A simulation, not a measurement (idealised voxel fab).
Module name: voxel fin reveal (process module)
The cross-section on display is named cut; it measures 235 nm wide, and its cells are 5 nm squares.
Think of the cross-section as a grid of square cells. We describe it in bands, top to bottom, and each band covers one or more rows of those cells.
For a band, the entry starts with two heights in nm, that of the top and then that of the bottom, and carries on with the band's materials in order from left to right, each alongside its width in nm; the word "throughout" beside a single material means it fills the band edge to edge, and "empty" means empty space.
Heights from 0 (as-received wafer is one material below). Bottom band endless downward, as "top 0, no bottom".
When a width is written as two numbers, as in "30 to 40", the first number is the width in the top row of cells of the band and the second is the width in its bottom row, and the width changes by the same amount from each row to the next.
What does "same as before" mean for a step? It means no cell of the cross-section changed in that step.
"Closed void list" - sealed voids, min. 8 cells, no opening to top; format: width x height at distance (distance from left edge; nm throughout).
Past the settings on a step's line: simulator remark, on that step.
overlay nm: mask right of planned place by this much (step with mask). Neg. = left.
Everything after this point is organized in pairs: a cross-section before one process step, a cross-section after it that shows only as deep as the lowest changed band, and, under the pair, the intervening step with its settings. Because different runs of this module on the same starting wafer can supply different pairs, a pair continues from the pair above it only if its entry headed "Pre-step section" says so.
### Pre-step section
* top 0, no bottom  Si throughout
* Closed void list: none
### after
* top 5, bottom 0  SiN throughout
* Below 0, the layers are the same as they were.
* Closed void list: none
To go from the before cross-section above to the after cross-section, apply CONFORMAL_DEP,material SiN,thk nm 5
Pre-step section: identical to the post-step cross-section of the immediately preceding pair.
### after
* top 20, bottom 5  empty (90) / resist (15) / empty (20) / resist (15) / empty (95)
* Below 5, the layers are the same as they were.
* Closed void list: none
To go from the before cross-section above to the after cross-section, apply PATTERN,tone cover,mask id FINS,material resist,width nm 15,pitch nm 35,thk nm 15,overlay nm 0
Pre-step section: identical to the post-step cross-section of the immediately preceding pair.
### after
* top 20, bottom 5  empty (90) / resist (15) / empty (20) / resist (15) / empty (95)
* top 5, bottom 0  empty (90) / SiN (15) / empty (20) / SiN (15) / empty (95)
* Below 0, the layers are the same as they were.
* Closed void list: none
To go from the before cross-section above to the after cross-section, apply DIRECTIONAL_ETCH,etch materials SiN,depth nm 5
Pre-step section: identical to the post-step cross-section of the immediately preceding pair.
### after
* top 20, bottom 5  empty (90) / resist (15) / empty (20) / resist (15) / empty (95)
* top 5, bottom 0  empty (90) / SiN (15) / empty (20) / SiN (15) / empty (95)
* top 0, bottom -30  empty (90) / Si (15) / empty (20) / Si (15) / empty (95)
* Below -30, the layers are the same as they were.
* Closed void list: none
To go from the before cross-section above to the after cross-section, apply DIRECTIONAL_ETCH,etch materials Si,depth nm 30
Pre-step section: identical to the post-step cross-section of the immediately preceding pair.
### after
* top 5, bottom 0  empty (90) / SiN (15) / empty (20) / SiN (15) / empty (95)
* Below 0, the layers are the same as they were.
* Closed void list: none
To go from the before cross-section above to the after cross-section, apply STRIP,etch materials resist
Pre-step section: identical to the post-step cross-section of the immediately preceding pair.
### after
* top 5, bottom 0  empty (90) / SiN (15) / empty (20) / SiN (15) / empty (95)
* top 0, bottom -30  empty (90) / SiO2 (5) / Si (5) / SiO2 (5) / empty (20) / SiO2 (5) / Si (5) / SiO2 (5) / empty (95)
* top -30, bottom -35  SiO2 (95) / Si (5) / SiO2 (30) / Si (5) / SiO2 (100)
* Below -35, the layers are the same as they were.
* Closed void list: none
To go from the before cross-section above to the after cross-section, apply OXIDIZE,depth nm 5
Pre-step section: identical to the post-step cross-section of the immediately preceding pair.
### after
* top 15, bottom 5  SiO2 throughout
* top 5, bottom 0  SiO2 (90) / SiN (15) / SiO2 (20) / SiN (15) / SiO2 (95)
* top 0, bottom -35  SiO2 (95) / Si (5) / SiO2 (30) / Si (5) / SiO2 (100)
* Below -35, the layers are the same as they were.
* Closed void list: none
To go from the before cross-section above to the after cross-section, apply FILL_DEP,material SiO2,thk nm 10
Pre-step section: identical to the post-step cross-section of the immediately preceding pair.
### after
* top 5, bottom 0  SiO2 (90) / SiN (15) / SiO2 (20) / SiN (15) / SiO2 (95)
* Below 0, the layers are the same as they were.
* Closed void list: none
To go from the before cross-section above to the after cross-section, apply CMP,height nm 5
Pre-step section: identical to the post-step cross-section of the immediately preceding pair.
### after
* top 5, bottom 0  empty (90) / SiN (15) / empty (20) / SiN (15) / empty (95)
* top 0, bottom -10  empty (95) / Si (5) / empty (30) / Si (5) / empty (100)
* Below -10, the layers are the same as they were.
* Closed void list: none
To go from the before cross-section above to the after cross-section, apply SELECTIVE_ETCH,etch materials SiO2,depth nm 15
Pre-step section: identical to the post-step cross-section of the immediately preceding pair.
### after
* top 0, bottom -10  empty (95) / Si (5) / empty (30) / Si (5) / empty (100)
* Below -10, the layers are the same as they were.
* Closed void list: none
To go from the before cross-section above to the after cross-section, apply STRIP,etch materials SiN
Pre-step section: identical to the post-step cross-section of the immediately preceding pair.
### after
* top 5, bottom 0  empty (90) / SiO2 (15) / empty (20) / SiO2 (15) / empty (95)
* top 0, bottom -5  empty (90) / SiO2 (5) / Si (5) / SiO2 (5) / empty (20) / SiO2 (5) / Si (5) / SiO2 (5) / empty (95)
* top -5, bottom -35  SiO2 (95) / Si (5) / SiO2 (30) / Si (5) / SiO2 (100)
* Below -35, the layers are the same as they were.
* Closed void list: none
To go from the before cross-section above to the after cross-section, apply CONFORMAL_DEP,material SiO2,thk nm 5
### Pre-step section
* top 5, bottom 0  empty (90) / SiN (15) / empty (20) / SiN (15) / empty (95)
* top 0, bottom -10  empty (95) / Si (5) / empty (30) / Si (5) / empty (100)
* top -10, bottom -35  SiO2 (95) / Si (5) / SiO2 (30) / Si (5) / SiO2 (100)
* top -35, no bottom  Si throughout
* Closed void list: none
### after
* top 5, bottom 0  empty (90) / SiN (15) / empty (20) / SiN (15) / empty (95)
* top 0, bottom -25  empty (95) / Si (5) / empty (30) / Si (5) / empty (100)
* Below -25, the layers are the same as they were.
* Closed void list: none
To go from the before cross-section above to the after cross-section, apply SELECTIVE_ETCH,etch materials SiO2,depth nm 15
Pre-step section: identical to the post-step cross-section of the immediately preceding pair.
### after
* top 0, bottom -25  empty (95) / Si (5) / empty (30) / Si (5) / empty (100)
* Below -25, the layers are the same as they were.
* Closed void list: none
To go from the before cross-section above to the after cross-section, apply STRIP,etch materials SiN
Pre-step section: identical to the post-step cross-section of the immediately preceding pair.
### after
* top 5, bottom 0  empty (90) / SiO2 (15) / empty (20) / SiO2 (15) / empty (95)
* top 0, bottom -20  empty (90) / SiO2 (5) / Si (5) / SiO2 (5) / empty (20) / SiO2 (5) / Si (5) / SiO2 (5) / empty (95)
* top -20, bottom -35  SiO2 (95) / Si (5) / SiO2 (30) / Si (5) / SiO2 (100)
* Below -35, the layers are the same as they were.
* Closed void list: none
To go from the before cross-section above to the after cross-section, apply CONFORMAL_DEP,material SiO2,thk nm 5
### Pre-step section
* top 5, bottom 0  SiO2 (90) / SiN (15) / SiO2 (20) / SiN (15) / SiO2 (95)
* top 0, bottom -35  SiO2 (95) / Si (5) / SiO2 (30) / Si (5) / SiO2 (100)
* top -35, no bottom  Si throughout
* Closed void list: none
### after
* top 5, bottom 0  SiO2 (90) / empty (15) / SiO2 (20) / empty (15) / SiO2 (95)
* Below 0, the layers are the same as they were.
* Closed void list: none
To go from the before cross-section above to the after cross-section, apply STRIP,etch materials SiN
Pre-step section: identical to the post-step cross-section of the immediately preceding pair.
### after
* top 0, bottom -10  empty (95) / Si (5) / empty (30) / Si (5) / empty (100)
* top -10, bottom -15  SiO2 (75) / empty (20) / Si (5) / empty (30) / Si (5) / empty (20) / SiO2 (80)
* Below -15, the layers are the same as they were.
* Closed void list: none
To go from the before cross-section above to the after cross-section, apply SELECTIVE_ETCH,etch materials SiO2,depth nm 15
Pre-step section: identical to the post-step cross-section of the immediately preceding pair.
### after
* top 5, bottom 0  empty (90) / SiO2 (15) / empty (20) / SiO2 (15) / empty (95)
* top 0, bottom -5  empty (90) / SiO2 (5) / Si (5) / SiO2 (5) / empty (20) / SiO2 (5) / Si (5) / SiO2 (5) / empty (95)
* top -5, bottom -10  SiO2 (80) / empty (10) / SiO2 (5) / Si (5) / SiO2 (5) / empty (20) / SiO2 (5) / Si (5) / SiO2 (5) / empty (10) / SiO2 (85)
* top -10, bottom -35  SiO2 (95) / Si (5) / SiO2 (30) / Si (5) / SiO2 (100)
* Below -35, the layers are the same as they were.
* Closed void list: none
To go from the before cross-section above to the after cross-section, apply CONFORMAL_DEP,material SiO2,thk nm 5
### Pre-step section
* top 20, bottom 5  empty (90) / resist (15) / empty (20) / resist (15) / empty (95)
* top 5, bottom 0  empty (90) / SiN (15) / empty (20) / SiN (15) / empty (95)
* top 0, no bottom  Si throughout
* Closed void list: none
### after
* top 20, bottom 5  empty (90) / resist (15) / empty (20) / resist (15) / empty (95)
* top 5, bottom 0  empty (90) / SiN (15) / empty (20) / SiN (15) / empty (95)
* top 0, bottom -40  empty (90) / Si (15) / empty (20) / Si (15) / empty (95)
* Below -40, the layers are the same as they were.
* Closed void list: none
To go from the before cross-section above to the after cross-section, apply DIRECTIONAL_ETCH,etch materials Si,depth nm 40
Pre-step section: identical to the post-step cross-section of the immediately preceding pair.
### after
* top 5, bottom 0  empty (90) / SiN (15) / empty (20) / SiN (15) / empty (95)
* Below 0, the layers are the same as they were.
* Closed void list: none
To go from the before cross-section above to the after cross-section, apply STRIP,etch materials resist
Pre-step section: identical to the post-step cross-section of the immediately preceding pair.
### after
* top 5, bottom 0  empty (90) / SiN (15) / empty (20) / SiN (15) / empty (95)
* top 0, bottom -40  empty (90) / SiO2 (5) / Si (5) / SiO2 (5) / empty (20) / SiO2 (5) / Si (5) / SiO2 (5) / empty (95)
* top -40, bottom -45  SiO2 (95) / Si (5) / SiO2 (30) / Si (5) / SiO2 (100)
* Below -45, the layers are the same as they were.
* Closed void list: none
To go from the before cross-section above to the after cross-section, apply OXIDIZE,depth nm 5
Pre-step section: identical to the post-step cross-section of the immediately preceding pair.
### after
* top 15, bottom 5  SiO2 throughout
* top 5, bottom 0  SiO2 (90) / SiN (15) / SiO2 (20) / SiN (15) / SiO2 (95)
* top 0, bottom -45  SiO2 (95) / Si (5) / SiO2 (30) / Si (5) / SiO2 (100)
* Below -45, the layers are the same as they were.
* Closed void list: none
To go from the before cross-section above to the after cross-section, apply FILL_DEP,material SiO2,thk nm 10
Pre-step section: identical to the post-step cross-section of the immediately preceding pair.
### after
* top 5, bottom 0  SiO2 (90) / SiN (15) / SiO2 (20) / SiN (15) / SiO2 (95)
* Below 0, the layers are the same as they were.
* Closed void list: none
To go from the before cross-section above to the after cross-section, apply CMP,height nm 5
Pre-step section: identical to the post-step cross-section of the immediately preceding pair.
### after
* top 5, bottom 0  empty (90) / SiN (15) / empty (20) / SiN (15) / empty (95)
* top 0, bottom -10  empty (95) / Si (5) / empty (30) / Si (5) / empty (100)
* Below -10, the layers are the same as they were.
* Closed void list: none
To go from the before cross-section above to the after cross-section, apply SELECTIVE_ETCH,etch materials SiO2,depth nm 15
Pre-step section: identical to the post-step cross-section of the immediately preceding pair.
### after
* top 0, bottom -10  empty (95) / Si (5) / empty (30) / Si (5) / empty (100)
* Below -10, the layers are the same as they were.
* Closed void list: none
To go from the before cross-section above to the after cross-section, apply STRIP,etch materials SiN
Pre-step section: identical to the post-step cross-section of the immediately preceding pair.
### after
* top 5, bottom 0  empty (90) / SiO2 (15) / empty (20) / SiO2 (15) / empty (95)
* top 0, bottom -5  empty (90) / SiO2 (5) / Si (5) / SiO2 (5) / empty (20) / SiO2 (5) / Si (5) / SiO2 (5) / empty (95)
* top -5, bottom -45  SiO2 (95) / Si (5) / SiO2 (30) / Si (5) / SiO2 (100)
* Below -45, the layers are the same as they were.
* Closed void list: none
To go from the before cross-section above to the after cross-section, apply CONFORMAL_DEP,material SiO2,thk nm 5
### Pre-step section
* top 5, bottom 0  SiN throughout
* top 0, no bottom  Si throughout
* Closed void list: none
### after
* top 20, bottom 5  empty (90) / resist (20) / empty (15) / resist (20) / empty (90)
* Below 5, the layers are the same as they were.
* Closed void list: none
To go from the before cross-section above to the after cross-section, apply PATTERN,tone cover,mask id FINS,material resist,width nm 20,pitch nm 35,thk nm 15,overlay nm 0
Pre-step section: identical to the post-step cross-section of the immediately preceding pair.
### after
* top 20, bottom 5  empty (90) / resist (20) / empty (15) / resist (20) / empty (90)
* top 5, bottom 0  empty (90) / SiN (20) / empty (15) / SiN (20) / empty (90)
* Below 0, the layers are the same as they were.
* Closed void list: none
To go from the before cross-section above to the after cross-section, apply DIRECTIONAL_ETCH,etch materials SiN,depth nm 5
Pre-step section: identical to the post-step cross-section of the immediately preceding pair.
### after
* top 20, bottom 5  empty (90) / resist (20) / empty (15) / resist (20) / empty (90)
* top 5, bottom 0  empty (90) / SiN (20) / empty (15) / SiN (20) / empty (90)
* top 0, bottom -30  empty (90) / Si (20) / empty (15) / Si (20) / empty (90)
* Below -30, the layers are the same as they were.
* Closed void list: none
To go from the before cross-section above to the after cross-section, apply DIRECTIONAL_ETCH,etch materials Si,depth nm 30
Pre-step section: identical to the post-step cross-section of the immediately preceding pair.
### after
* top 5, bottom 0  empty (90) / SiN (20) / empty (15) / SiN (20) / empty (90)
* Below 0, the layers are the same as they were.
* Closed void list: none
To go from the before cross-section above to the after cross-section, apply STRIP,etch materials resist
Pre-step section: identical to the post-step cross-section of the immediately preceding pair.
### after
* top 5, bottom 0  empty (90) / SiN (20) / empty (15) / SiN (20) / empty (90)
* top 0, bottom -30  empty (90) / SiO2 (5) / Si (10) / SiO2 (5) / empty (15) / SiO2 (5) / Si (10) / SiO2 (5) / empty (90)
* top -30, bottom -35  SiO2 (95) / Si (10) / SiO2 (25) / Si (10) / SiO2 (95)
* Below -35, the layers are the same as they were.
* Closed void list: none
To go from the before cross-section above to the after cross-section, apply OXIDIZE,depth nm 5
Pre-step section: identical to the post-step cross-section of the immediately preceding pair.
### after
* top 15, bottom 5  SiO2 throughout
* top 5, bottom 0  SiO2 (90) / SiN (20) / SiO2 (15) / SiN (20) / SiO2 (90)
* top 0, bottom -35  SiO2 (95) / Si (10) / SiO2 (25) / Si (10) / SiO2 (95)
* Below -35, the layers are the same as they were.
* Closed void list: none
To go from the before cross-section above to the after cross-section, apply FILL_DEP,material SiO2,thk nm 10
Pre-step section: identical to the post-step cross-section of the immediately preceding pair.
### after
* top 5, bottom 0  SiO2 (90) / SiN (20) / SiO2 (15) / SiN (20) / SiO2 (90)
* Below 0, the layers are the same as they were.
* Closed void list: none
To go from the before cross-section above to the after cross-section, apply CMP,height nm 5
Pre-step section: identical to the post-step cross-section of the immediately preceding pair.
### after
* top 5, bottom 0  empty (90) / SiN (20) / empty (15) / SiN (20) / empty (90)
* top 0, bottom -10  empty (95) / Si (10) / empty (25) / Si (10) / empty (95)
* Below -10, the layers are the same as they were.
* Closed void list: none
To go from the before cross-section above to the after cross-section, apply SELECTIVE_ETCH,etch materials SiO2,depth nm 15
Pre-step section: identical to the post-step cross-section of the immediately preceding pair.
### after
* top 0, bottom -10  empty (95) / Si (10) / empty (25) / Si (10) / empty (95)
* Below -10, the layers are the same as they were.
* Closed void list: none
To go from the before cross-section above to the after cross-section, apply STRIP,etch materials SiN
Pre-step section: identical to the post-step cross-section of the immediately preceding pair.
### after
* top 5, bottom 0  empty (90) / SiO2 (20) / empty (15) / SiO2 (20) / empty (90)
* top 0, bottom -5  empty (90) / SiO2 (5) / Si (10) / SiO2 (5) / empty (15) / SiO2 (5) / Si (10) / SiO2 (5) / empty (90)
* top -5, bottom -35  SiO2 (95) / Si (10) / SiO2 (25) / Si (10) / SiO2 (95)
* Below -35, the layers are the same as they were.
* Closed void list: none
To go from the before cross-section above to the after cross-section, apply CONFORMAL_DEP,material SiO2,thk nm 5
### Pre-step section
* top 5, bottom 0  SiN throughout
* top 0, no bottom  Si throughout
* Closed void list: none
### after
* top 20, bottom 5  empty (85) / resist (15) / empty (20) / resist (15) / empty (100)
* Below 5, the layers are the same as they were.
* Closed void list: none
To go from the before cross-section above to the after cross-section, apply PATTERN,tone cover,mask id FINS,material resist,width nm 15,pitch nm 35,thk nm 15,overlay nm -5
Pre-step section: identical to the post-step cross-section of the immediately preceding pair.
### after
* top 20, bottom 5  empty (85) / resist (15) / empty (20) / resist (15) / empty (100)
* top 5, bottom 0  empty (85) / SiN (15) / empty (20) / SiN (15) / empty (100)
* Below 0, the layers are the same as they were.
* Closed void list: none
To go from the before cross-section above to the after cross-section, apply DIRECTIONAL_ETCH,etch materials SiN,depth nm 5
Pre-step section: identical to the post-step cross-section of the immediately preceding pair.
### after
* top 20, bottom 5  empty (85) / resist (15) / empty (20) / resist (15) / empty (100)
* top 5, bottom 0  empty (85) / SiN (15) / empty (20) / SiN (15) / empty (100)
* top 0, bottom -30  empty (85) / Si (15) / empty (20) / Si (15) / empty (100)
* Below -30, the layers are the same as they were.
* Closed void list: none
To go from the before cross-section above to the after cross-section, apply DIRECTIONAL_ETCH,etch materials Si,depth nm 30
Pre-step section: identical to the post-step cross-section of the immediately preceding pair.
### after
* top 5, bottom 0  empty (85) / SiN (15) / empty (20) / SiN (15) / empty (100)
* Below 0, the layers are the same as they were.
* Closed void list: none
To go from the before cross-section above to the after cross-section, apply STRIP,etch materials resist
Pre-step section: identical to the post-step cross-section of the immediately preceding pair.
### after
* top 5, bottom 0  empty (85) / SiN (15) / empty (20) / SiN (15) / empty (100)
* top 0, bottom -30  empty (85) / SiO2 (5) / Si (5) / SiO2 (5) / empty (20) / SiO2 (5) / Si (5) / SiO2 (5) / empty (100)
* top -30, bottom -35  SiO2 (90) / Si (5) / SiO2 (30) / Si (5) / SiO2 (105)
* Below -35, the layers are the same as they were.
* Closed void list: none
To go from the before cross-section above to the after cross-section, apply OXIDIZE,depth nm 5
Pre-step section: identical to the post-step cross-section of the immediately preceding pair.
### after
* top 15, bottom 5  SiO2 throughout
* top 5, bottom 0  SiO2 (85) / SiN (15) / SiO2 (20) / SiN (15) / SiO2 (100)
* top 0, bottom -35  SiO2 (90) / Si (5) / SiO2 (30) / Si (5) / SiO2 (105)
* Below -35, the layers are the same as they were.
* Closed void list: none
To go from the before cross-section above to the after cross-section, apply FILL_DEP,material SiO2,thk nm 10
Pre-step section: identical to the post-step cross-section of the immediately preceding pair.
### after
* top 5, bottom 0  SiO2 (85) / SiN (15) / SiO2 (20) / SiN (15) / SiO2 (100)
* Below 0, the layers are the same as they were.
* Closed void list: none
To go from the before cross-section above to the after cross-section, apply CMP,height nm 5
Pre-step section: identical to the post-step cross-section of the immediately preceding pair.
### after
* top 5, bottom 0  empty (85) / SiN (15) / empty (20) / SiN (15) / empty (100)
* top 0, bottom -10  empty (90) / Si (5) / empty (30) / Si (5) / empty (105)
* Below -10, the layers are the same as they were.
* Closed void list: none
To go from the before cross-section above to the after cross-section, apply SELECTIVE_ETCH,etch materials SiO2,depth nm 15
Pre-step section: identical to the post-step cross-section of the immediately preceding pair.
### after
* top 0, bottom -10  empty (90) / Si (5) / empty (30) / Si (5) / empty (105)
* Below -10, the layers are the same as they were.
* Closed void list: none
To go from the before cross-section above to the after cross-section, apply STRIP,etch materials SiN
Pre-step section: identical to the post-step cross-section of the immediately preceding pair.
### after
* top 5, bottom 0  empty (85) / SiO2 (15) / empty (20) / SiO2 (15) / empty (100)
* top 0, bottom -5  empty (85) / SiO2 (5) / Si (5) / SiO2 (5) / empty (20) / SiO2 (5) / Si (5) / SiO2 (5) / empty (100)
* top -5, bottom -35  SiO2 (90) / Si (5) / SiO2 (30) / Si (5) / SiO2 (105)
* Below -35, the layers are the same as they were.
* Closed void list: none
To go from the before cross-section above to the after cross-section, apply CONFORMAL_DEP,material SiO2,thk nm 5
### Pre-step section
* top 5, bottom 0  empty (90) / SiN (15) / empty (20) / SiN (15) / empty (95)
* top 0, bottom -10  empty (95) / Si (5) / empty (30) / Si (5) / empty (100)
* top -10, bottom -35  SiO2 (95) / Si (5) / SiO2 (30) / Si (5) / SiO2 (100)
* top -35, no bottom  Si throughout
* Closed void list: none
### after
* top 5, bottom 0  empty (90) / SiN (15) / empty (20) / SiN (15) / empty (95)
* top 0, bottom -35  empty (95) / Si (5) / empty (30) / Si (5) / empty (100)
* Below -35, the layers are the same as they were.
* Closed void list: none
To go from the before cross-section above to the after cross-section, apply STRIP,etch materials SiO2
Pre-step section: identical to the post-step cross-section of the immediately preceding pair.
### after
* top 10, bottom 5  empty (85) / SiO2 (25) / empty (10) / SiO2 (25) / empty (90)
* top 5, bottom 0  empty (85) / SiO2 (5) / SiN (15) / SiO2 (5) / empty (10) / SiO2 (5) / SiN (15) / SiO2 (5) / empty (90)
* top 0, bottom -5  empty (85) / SiO2 (10) / Si (5) / SiO2 (10) / empty (10) / SiO2 (10) / Si (5) / SiO2 (10) / empty (90)
* top -5, bottom -30  empty (90) / SiO2 (5) / Si (5) / SiO2 (5) / empty (20) / SiO2 (5) / Si (5) / SiO2 (5) / empty (95)
* top -30, bottom -35  SiO2 (95) / Si (5) / SiO2 (30) / Si (5) / SiO2 (100)
* Below -35, the layers are the same as they were.
* Closed void list: none
To go from the before cross-section above to the after cross-section, apply CONFORMAL_DEP,material SiO2,thk nm 5
### Pre-step section
* top 5, bottom 0  SiN throughout
* top 0, no bottom  Si throughout
* Closed void list: none
### after
* top 20, bottom 5  resist (90) / empty (15) / resist (20) / empty (15) / resist (95)
* Below 5, the layers are the same as they were.
* Closed void list: none
To go from the before cross-section above to the after cross-section, apply PATTERN,tone open,mask id FINS,material resist,width nm 15,pitch nm 35,thk nm 15,overlay nm 0
Pre-step section: identical to the post-step cross-section of the immediately preceding pair.
### after
* top 20, bottom 5  resist (90) / empty (15) / resist (20) / empty (15) / resist (95)
* top 5, bottom 0  SiN (90) / empty (15) / SiN (20) / empty (15) / SiN (95)
* Below 0, the layers are the same as they were.
* Closed void list: none
To go from the before cross-section above to the after cross-section, apply DIRECTIONAL_ETCH,etch materials SiN,depth nm 5
Pre-step section: identical to the post-step cross-section of the immediately preceding pair.
### after
* top 20, bottom 5  resist (90) / empty (15) / resist (20) / empty (15) / resist (95)
* top 5, bottom 0  SiN (90) / empty (15) / SiN (20) / empty (15) / SiN (95)
* top 0, bottom -30  Si (90) / empty (15) / Si (20) / empty (15) / Si (95)
* Below -30, the layers are the same as they were.
* Closed void list: none
To go from the before cross-section above to the after cross-section, apply DIRECTIONAL_ETCH,etch materials Si,depth nm 30
Pre-step section: identical to the post-step cross-section of the immediately preceding pair.
### after
* top 5, bottom 0  SiN (90) / empty (15) / SiN (20) / empty (15) / SiN (95)
* Below 0, the layers are the same as they were.
* Closed void list: none
To go from the before cross-section above to the after cross-section, apply STRIP,etch materials resist
Pre-step section: identical to the post-step cross-section of the immediately preceding pair.
### after
* top 5, bottom 0  SiN (90) / empty (15) / SiN (20) / empty (15) / SiN (95)
* top 0, bottom -30  Si (85) / SiO2 (5) / empty (15) / SiO2 (5) / Si (10) / SiO2 (5) / empty (15) / SiO2 (5) / Si (90)
* top -30, bottom -35  Si (85) / SiO2 (25) / Si (10) / SiO2 (25) / Si (90)
* Below -35, the layers are the same as they were.
* Closed void list: none
To go from the before cross-section above to the after cross-section, apply OXIDIZE,depth nm 5
Pre-step section: identical to the post-step cross-section of the immediately preceding pair.
### after
* top 15, bottom 5  SiO2 throughout
* top 5, bottom 0  SiN (90) / SiO2 (15) / SiN (20) / SiO2 (15) / SiN (95)
* top 0, bottom -35  Si (85) / SiO2 (25) / Si (10) / SiO2 (25) / Si (90)
* Below -35, the layers are the same as they were.
* Closed void list: none
To go from the before cross-section above to the after cross-section, apply FILL_DEP,material SiO2,thk nm 10
Pre-step section: identical to the post-step cross-section of the immediately preceding pair.
### after
* top 5, bottom 0  SiN (90) / SiO2 (15) / SiN (20) / SiO2 (15) / SiN (95)
* Below 0, the layers are the same as they were.
* Closed void list: none
To go from the before cross-section above to the after cross-section, apply CMP,height nm 5
Pre-step section: identical to the post-step cross-section of the immediately preceding pair.
### after
* top 5, bottom 0  SiN (90) / empty (15) / SiN (20) / empty (15) / SiN (95)
* top 0, bottom -10  Si (85) / empty (25) / Si (10) / empty (25) / Si (90)
* Below -10, the layers are the same as they were.
* Closed void list: none
To go from the before cross-section above to the after cross-section, apply SELECTIVE_ETCH,etch materials SiO2,depth nm 15
Pre-step section: identical to the post-step cross-section of the immediately preceding pair.
### after
* top 0, bottom -10  Si (85) / empty (25) / Si (10) / empty (25) / Si (90)
* Below -10, the layers are the same as they were.
* Closed void list: none
To go from the before cross-section above to the after cross-section, apply STRIP,etch materials SiN
Pre-step section: identical to the post-step cross-section of the immediately preceding pair.
### after
* top 5, bottom 0  SiO2 (90) / empty (15) / SiO2 (20) / empty (15) / SiO2 (95)
* top 0, bottom -5  Si (85) / SiO2 (5) / empty (15) / SiO2 (5) / Si (10) / SiO2 (5) / empty (15) / SiO2 (5) / Si (90)
* top -5, bottom -35  Si (85) / SiO2 (25) / Si (10) / SiO2 (25) / Si (90)
* Below -35, the layers are the same as they were.
* Closed void list: none
To go from the before cross-section above to the after cross-section, apply CONFORMAL_DEP,material SiO2,thk nm 5
